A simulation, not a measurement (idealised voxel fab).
The process module that follows is named voxel trench capacitor.
Square cell edge 5 nm, section width 245 nm, ID cut.
Cross-section spec: square-cell grid; bands listed top down; each band is one or more rows.
Band entry format. Leading values: height of top, height of bottom, nm. Remainder: materials in left-to-right order, each with its width in nm. Special words: "throughout" on a single material, which then fills the band edge to edge; "blank", empty space.
Beneath 0, the wafer as received is one material, and that level is where height counting begins. The lowest band goes on downward without a bottom; it is written like "0 nm and below".
You'd read "30 to 40" like this: the band's top row of cells is as wide as the first number, its bottom row is as wide as the second, and going down, every row changes width by the same amount as the row before did.
Step marked "remains unaltered"? Then no cell in the cross-section changed in it.
Voids not open to the top, 8 cells minimum: see "Fully sealed cavities". Written width x height at distance; distance is from the left edge; nm.
That trailing text on a step's line, after the settings, is the simulator's own remark on the step.
overlay nm: step with mask; distance mask lay right of planned place; negative value = left of planned place.
### Process steps foreseen in the plan
1) RECEIVE [material Si]
2) CONFORMAL_DEP [material SiN] [thk nm 10]
3) DIRECTIONAL_DEP [material aC] [thk nm 10]
4) PATTERN [tone open] [mask id TRENCH] [material resist] [width nm 25] [pitch nm 45] [thk nm 25] [overlay nm 0]
5) DIRECTIONAL_ETCH [etch materials aC] [depth nm 10]
6) STRIP [etch materials resist]
7) DIRECTIONAL_ETCH [etch materials SiN] [depth nm 10]
8) DIRECTIONAL_ETCH [etch materials Si] [depth nm 35]
9) STRIP [etch materials aC]
10) CONFORMAL_DEP [material Al2O3] [thk nm 5]
11) CONFORMAL_DEP [material TiN] [thk nm 5]
12) FILL_DEP [material W] [thk nm 10]
13) CMP [height nm 10]
### First out of two wafers; run went to plan
### As received (post step 1): cross-section
    0 nm and below  Si throughout
    Fully sealed cavities: none
### Step 2 complete: cross-section through the wafer
    10 nm to 0 nm  SiN throughout
    At heights below 0, the structure remains unaltered.
### Step 3 complete: cross-section through the wafer
    20 nm to 10 nm  aC throughout
    At heights below 10, the structure remains unaltered.
### Step 4 complete: cross-section through the wafer
    45 nm to 20 nm  85 nm resist; 25 nm blank; 20 nm resist; 25 nm blank; 90 nm resist
    At heights below 20, the structure remains unaltered.
### Step 5 complete: cross-section through the wafer
    35 nm to 20 nm  85 nm resist; 25 nm blank; 20 nm resist; 25 nm blank; 90 nm resist
    20 nm to 10 nm  85 nm aC; 25 nm blank; 20 nm aC; 25 nm blank; 90 nm aC
    At heights below 10, the structure remains unaltered.
### Step 6 complete: cross-section through the wafer
    20 nm to 10 nm  85 nm aC; 25 nm blank; 20 nm aC; 25 nm blank; 90 nm aC
    At heights below 10, the structure remains unaltered.
### Step 7 complete: cross-section through the wafer
    20 nm to 10 nm  85 nm aC; 25 nm blank; 20 nm aC; 25 nm blank; 90 nm aC
    10 nm to 0 nm  85 nm SiN; 25 nm blank; 20 nm SiN; 25 nm blank; 90 nm SiN
    At heights below 0, the structure remains unaltered.
### Step 8 complete: cross-section through the wafer
    20 nm to 10 nm  85 nm aC; 25 nm blank; 20 nm aC; 25 nm blank; 90 nm aC
    10 nm to 0 nm  85 nm SiN; 25 nm blank; 20 nm SiN; 25 nm blank; 90 nm SiN
    0 nm to -35 nm  85 nm Si; 25 nm blank; 20 nm Si; 25 nm blank; 90 nm Si
    At heights below -35, the structure remains unaltered.
### Step 9 complete: cross-section through the wafer
    10 nm to 0 nm  85 nm SiN; 25 nm blank; 20 nm SiN; 25 nm blank; 90 nm SiN
    At heights below 0, the structure remains unaltered.
### Step 10 complete: cross-section through the wafer
    15 nm to 10 nm  90 nm Al2O3; 15 nm blank; 30 nm Al2O3; 15 nm blank; 95 nm Al2O3
    10 nm to 0 nm  85 nm SiN; 5 nm Al2O3; 15 nm blank; 5 nm Al2O3; 20 nm SiN; 5 nm Al2O3; 15 nm blank; 5 nm Al2O3; 90 nm SiN
    0 nm to -30 nm  85 nm Si; 5 nm Al2O3; 15 nm blank; 5 nm Al2O3; 20 nm Si; 5 nm Al2O3; 15 nm blank; 5 nm Al2O3; 90 nm Si
    -30 nm to -35 nm  85 nm Si; 25 nm Al2O3; 20 nm Si; 25 nm Al2O3; 90 nm Si
    At heights below -35, the structure remains unaltered.
### Step 11 complete: cross-section through the wafer
    20 nm to 15 nm  95 nm TiN; 5 nm blank; 40 nm TiN; 5 nm blank; 100 nm TiN
    15 nm to 10 nm  90 nm Al2O3; 5 nm TiN; 5 nm blank; 5 nm TiN; 30 nm Al2O3; 5 nm TiN; 5 nm blank; 5 nm TiN; 95 nm Al2O3
    10 nm to 0 nm  85 nm SiN; 5 nm Al2O3; 5 nm TiN; 5 nm blank; 5 nm TiN; 5 nm Al2O3; 20 nm SiN; 5 nm Al2O3; 5 nm TiN; 5 nm blank; 5 nm TiN; 5 nm Al2O3; 90 nm SiN
    0 nm to -25 nm  85 nm Si; 5 nm Al2O3; 5 nm TiN; 5 nm blank; 5 nm TiN; 5 nm Al2O3; 20 nm Si; 5 nm Al2O3; 5 nm TiN; 5 nm blank; 5 nm TiN; 5 nm Al2O3; 90 nm Si
    -25 nm to -30 nm  85 nm Si; 5 nm Al2O3; 15 nm TiN; 5 nm Al2O3; 20 nm Si; 5 nm Al2O3; 15 nm TiN; 5 nm Al2O3; 90 nm Si
    At heights below -30, the structure remains unaltered.
### Step 12 complete: cross-section through the wafer
    30 nm to 20 nm  W throughout
    20 nm to 15 nm  95 nm TiN; 5 nm W; 40 nm TiN; 5 nm W; 100 nm TiN
    15 nm to 10 nm  90 nm Al2O3; 5 nm TiN; 5 nm W; 5 nm TiN; 30 nm Al2O3; 5 nm TiN; 5 nm W; 5 nm TiN; 95 nm Al2O3
    10 nm to 0 nm  85 nm SiN; 5 nm Al2O3; 5 nm TiN; 5 nm W; 5 nm TiN; 5 nm Al2O3; 20 nm SiN; 5 nm Al2O3; 5 nm TiN; 5 nm W; 5 nm TiN; 5 nm Al2O3; 90 nm SiN
    0 nm to -25 nm  85 nm Si; 5 nm Al2O3; 5 nm TiN; 5 nm W; 5 nm TiN; 5 nm Al2O3; 20 nm Si; 5 nm Al2O3; 5 nm TiN; 5 nm W; 5 nm TiN; 5 nm Al2O3; 90 nm Si
    At heights below -25, the structure remains unaltered.
### Step 13 complete: cross-section through the wafer
    10 nm to 0 nm  85 nm SiN; 5 nm Al2O3; 5 nm TiN; 5 nm W; 5 nm TiN; 5 nm Al2O3; 20 nm SiN; 5 nm Al2O3; 5 nm TiN; 5 nm W; 5 nm TiN; 5 nm Al2O3; 90 nm SiN
    At heights below 0, the structure remains unaltered.
### The second wafer began exactly as the first did and followed the same plan, but one mistake was made while running it; through step 9 inclusive, the two wafers are identical
What the second wafer looks like in cross-section when step 10 should have wrapped up: remains unaltered
### What the second wafer looks like in cross-section when step 11 should have wrapped up
    15 nm to 10 nm  90 nm TiN; 15 nm blank; 30 nm TiN; 15 nm blank; 95 nm TiN
    10 nm to 0 nm  85 nm SiN; 5 nm TiN; 15 nm blank; 5 nm TiN; 20 nm SiN; 5 nm TiN; 15 nm blank; 5 nm TiN; 90 nm SiN
    0 nm to -30 nm  85 nm Si; 5 nm TiN; 15 nm blank; 5 nm TiN; 20 nm Si; 5 nm TiN; 15 nm blank; 5 nm TiN; 90 nm Si
    -30 nm to -35 nm  85 nm Si; 25 nm TiN; 20 nm Si; 25 nm TiN; 90 nm Si
    At heights below -35, the structure remains unaltered.
### What the second wafer looks like in cross-section when step 12 should have wrapped up
    25 nm to 15 nm  W throughout
    15 nm to 10 nm  90 nm TiN; 15 nm W; 30 nm TiN; 15 nm W; 95 nm TiN
    10 nm to 0 nm  85 nm SiN; 5 nm TiN; 15 nm W; 5 nm TiN; 20 nm SiN; 5 nm TiN; 15 nm W; 5 nm TiN; 90 nm SiN
    0 nm to -30 nm  85 nm Si; 5 nm TiN; 15 nm W; 5 nm TiN; 20 nm Si; 5 nm TiN; 15 nm W; 5 nm TiN; 90 nm Si
    At heights below -30, the structure remains unaltered.
### What the second wafer looks like in cross-section when step 13 should have wrapped up
    10 nm to 0 nm  85 nm SiN; 5 nm TiN; 15 nm W; 5 nm TiN; 20 nm SiN; 5 nm TiN; 15 nm W; 5 nm TiN; 90 nm SiN
    At heights below 0, the structure remains unaltered.
It is concluded that the wafer was processed incorrectly with respect to the plan, in that step 10 of the plan was jumped over and never run
Wrapping up, a cell-based count of both wafers puts the second over or under the first for these materials: 42 fewer of Al2O3; 8 more of TiN; 34 more of W
